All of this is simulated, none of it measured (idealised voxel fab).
The process module that follows is named voxel fin reveal.
Section shown: cut. Width: 215 nm. Cell size: 5 nm, square.
For the purposes of this document, a cross-section shall be understood as a grid of square cells, specified as bands listed in top-to-bottom order, each band consisting of one or more rows of cells.
Band: top and bottom heights (nm) first, top before bottom; then materials from left to right, widths in nm. "everywhere" marks a sole material filling the band edge to edge. "blank" denotes empty space.
The level at which height equals 0 is the one under which the wafer, as it arrives, is entirely one material. No lower edge exists for the bottom band, which continues downward and is notated as in "0 down".
Quick explanation for "30..40": the width changes in equal steps down the rows of cells, from the first number in the band's top row to the second number in its bottom row.
What does "no alteration" mean for a step? It means no cell of the cross-section changed in that step.
"Trapped void list" lists enclosed empty spaces (at least 8 cells, no open path upward to the top), each as width x height at distance from the left edge, in nm.
Post-settings text on a step line: simulator's own remark regarding the step.
Among the settings permitted on a step's line is "overlay nm"; applied to a step with a mask, it specifies the extent to which the mask lay to the right of its planned position, whereas a negative figure signifies a position to the left.
**The process steps that were planned are listed below**
1 RECEIVE (material Si)
2 CONFORMAL_DEP (material SiN; thk nm 10)
3 MASKED_ETCH (tone cover; mask id FINS; width nm 15; pitch nm 45; etch materials SiN; depth nm 10; overlay nm 0)
4 MASKED_ETCH (tone cover; mask id FINS; width nm 15; pitch nm 45; etch materials Si; depth nm 30; overlay nm 0)
5 OXIDIZE (depth nm 5)
6 FILL_DEP (material SiO2; thk nm 15)
7 CMP (height nm 10)
8 SELECTIVE_ETCH (etch materials SiO2; depth nm 20)
9 STRIP (etch materials SiN)
**This is the cross-section of the wafer as we received it, i.e. after step 1**
0 down = Si everywhere
Trapped void list: none
**Look at the cross-section after the module: the wafer started out the way shown above and the plan was the one shown above, yet one mistake was made along the way**
0 to -10 = blank 80; Si 5; blank 40; Si 5; blank 85
-10 to -25 = SiO2 80; Si 5; SiO2 40; Si 5; SiO2 85
-25 down = Si everywhere
Trapped void list: none
Against the plan, the run slipped here: step 4 changed vs plan, executed as MASKED_ETCH (tone cover; mask id FINS; width nm 15; pitch nm 45; etch materials Si; depth nm 20; overlay nm 0)
